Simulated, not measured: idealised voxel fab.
This is a process module. Its name is voxel transistor to metal.
210 nm wide, 5 nm square cells: that's cross-section cut.
Just so we're on the same page, the cross-sections are grids of square cells, and they're listed out in bands top to bottom, each band one or more rows deep.
Heights first: top, then bottom, in nm. Then materials, left to right, each with a width in nm. "everywhere" on a single material: fills the band edge to edge. "empty": empty space.
Below 0: as-received wafer, all one material; heights counted from there. Lowest band: no bottom, goes on down, written "0 and below".
The two numbers in a width such as "30 to 40" mark its ends across the band: the first belongs to the top row of cells, the second to the bottom row, and from each row to the next the width moves by the same amount.
No cell of the cross-section changed in a step that is given as "nothing was modified".
Empty spaces counting at least 8 cells and having no open way to the top are listed in "Closed-off voids". The notation width x height at distance is used for each, the distance being from the left edge and all three values in nm.
Note: text after step settings on the step line = simulator remark on that step.
A step line may carry the setting "overlay nm", which, for steps involving a mask, states the distance by which the mask lay to the right of its intended position; negative values denote displacement to the left.

## Process steps (planned)
1) RECEIVE: material Si
2) CONFORMAL_DEP: material SiO2, thk nm 5
3) CONFORMAL_DEP: material SiN, thk nm 15
4) MASKED_ETCH: tone cover, mask id ACTIVE, width nm 120, etch materials SiN, depth nm 15, overlay nm 0
5) MASKED_ETCH: tone cover, mask id ACTIVE, width nm 120, etch materials SiO2, depth nm 5, overlay nm 0
6) MASKED_ETCH: tone cover, mask id ACTIVE, width nm 120, etch materials Si, depth nm 35, overlay nm 0
7) FILL_DEP: material SiO2, thk nm 10
8) CMP: height nm 20
9) SELECTIVE_ETCH: etch materials SiO2, depth nm 5
10) STRIP: etch materials SiN
11) SELECTIVE_ETCH: etch materials SiO2, depth nm 5
12) OXIDIZE: depth nm 5
13) DIRECTIONAL_DEP: material polySi, thk nm 25
14) DIRECTIONAL_DEP: material SiCN, thk nm 15
15) MASKED_ETCH: tone cover, mask id GATE, width nm 30, etch materials SiCN, depth nm 25, overlay nm 0
16) MASKED_ETCH: tone cover, mask id GATE, width nm 30, etch materials polySi, depth nm 35, overlay nm 0
17) CONFORMAL_DEP: material SiN, thk nm 10
18) DIRECTIONAL_ETCH: etch materials SiN, depth nm 10
19) DIRECTIONAL_ETCH: etch materials SiO2, depth nm 5
20) EPI: material SiGe, thk nm 5
21) FILL_DEP: material SiO2, thk nm 10
22) CMP: height nm 25
23) STRIP: etch materials polySi
24) SELECTIVE_ETCH: etch materials SiO2, depth nm 5
25) CONFORMAL_DEP: material HfO2, thk nm 5
26) CONFORMAL_DEP: material TiN, thk nm 5
27) FILL_DEP: material W, thk nm 10
28) CMP: height nm 20
29) DIRECTIONAL_DEP: material SiO2, thk nm 15
30) PATTERN: tone open, mask id CONTACT, material resist, width nm 15, pitch nm 85, thk nm 15, overlay nm 0
31) DIRECTIONAL_ETCH: etch materials SiO2, depth nm 35
32) STRIP: etch materials resist
33) CONFORMAL_DEP: material TiN, thk nm 5
34) FILL_DEP: material W, thk nm 5
35) CMP: height nm 35
36) CONFORMAL_DEP: material SiCN, thk nm 5
37) DIRECTIONAL_DEP: material SiO2, thk nm 15
38) MASKED_ETCH: tone open, mask id METAL_1, width nm 15, pitch nm 85, etch materials SiO2, depth nm 15, overlay nm 0
39) MASKED_ETCH: tone open, mask id METAL_1, width nm 15, pitch nm 85, etch materials SiCN, depth nm 5, overlay nm 0
40) CONFORMAL_DEP: material TiN, thk nm 5
41) FILL_DEP: material Cu, thk nm 10
42) CMP: height nm 55
43) CONFORMAL_DEP: material SiCN, thk nm 5
44) DIRECTIONAL_DEP: material SiO2, thk nm 30
45) DIRECTIONAL_DEP: material aC, thk nm 15
46) PATTERN: tone open, mask id METAL_2, material resist, width nm 15, pitch nm 85, thk nm 35, overlay nm 0
47) DIRECTIONAL_ETCH: etch materials aC, depth nm 15
48) STRIP: etch materials resist
49) DIRECTIONAL_ETCH: etch materials SiO2, depth nm 15
50) STRIP: etch materials aC
51) PATTERN: tone open, mask id METAL_2_HOLES, material resist, width nm 15, pitch nm 85, thk nm 20, overlay nm 0
52) DIRECTIONAL_ETCH: etch materials SiO2, depth nm 15
53) DIRECTIONAL_ETCH: etch materials SiCN, depth nm 5
54) STRIP: etch materials resist
55) CONFORMAL_DEP: material TiN, thk nm 5
56) FILL_DEP: material Cu, thk nm 10
57) CMP: height nm 90
58) CONFORMAL_DEP: material SiN, thk nm 5

## As-received wafer cross-section (after step 1)
  0 and below  Si everywhere
  Closed-off voids: none

## What the wafer looks like in cross-section after this module, when it starts as shown above and follows the plan above but one mistake is made in running it
  95 down to 90  SiN everywhere
  90 down to 85  SiCN (55) / TiN (15) / SiCN (70) / TiN (15) / SiCN (55)
  85 down to 55  SiO2 everywhere
  55 down to 40  SiO2 (55) / TiN (5) / Cu (5) / TiN (5) / SiO2 (70) / TiN (5) / Cu (5) / TiN (5) / SiO2 (55)
  40 down to 35  SiCN (55) / TiN (15) / SiCN (70) / TiN (15) / SiCN (55)
  35 down to 20  SiO2 (55) / TiN (5) / W (5) / TiN (5) / SiO2 (70) / TiN (5) / W (5) / TiN (5) / SiO2 (55)
  20 down to 10  SiO2 (55) / TiN (5) / W (5) / TiN (5) / SiO2 (10) / SiN (10) / HfO2 (5) / TiN (5) / W (10) / TiN (5) / HfO2 (5) / SiN (10) / SiO2 (10) / TiN (5) / W (5) / TiN (5) / SiO2 (55)
  10 down to 5  SiO2 (40) / SiN (10) / SiO2 (5) / TiN (5) / W (5) / TiN (5) / SiO2 (10) / SiN (10) / HfO2 (5) / TiN (5) / W (10) / TiN (5) / HfO2 (5) / SiN (10) / SiO2 (10) / TiN (5) / W (5) / TiN (5) / SiO2 (5) / SiN (10) / SiO2 (40)
  5 down to 0  SiO2 (40) / SiN (10) / SiO2 (5) / TiN (15) / SiO2 (10) / SiN (10) / HfO2 (5) / TiN (20) / HfO2 (5) / SiN (10) / SiO2 (10) / TiN (15) / SiO2 (5) / SiN (10) / SiO2 (40)
  0 down to -5  SiO2 (50) / SiGe (30) / SiO2 (5) / HfO2 (40) / SiO2 (5) / SiGe (30) / SiO2 (50)
  -5 down to -35  SiO2 (45) / Si (120) / SiO2 (45)
  -35 and below  Si everywhere
  Closed-off voids: none
Against the plan, the run slipped here: sequence error: steps 43 and 44 interchanged
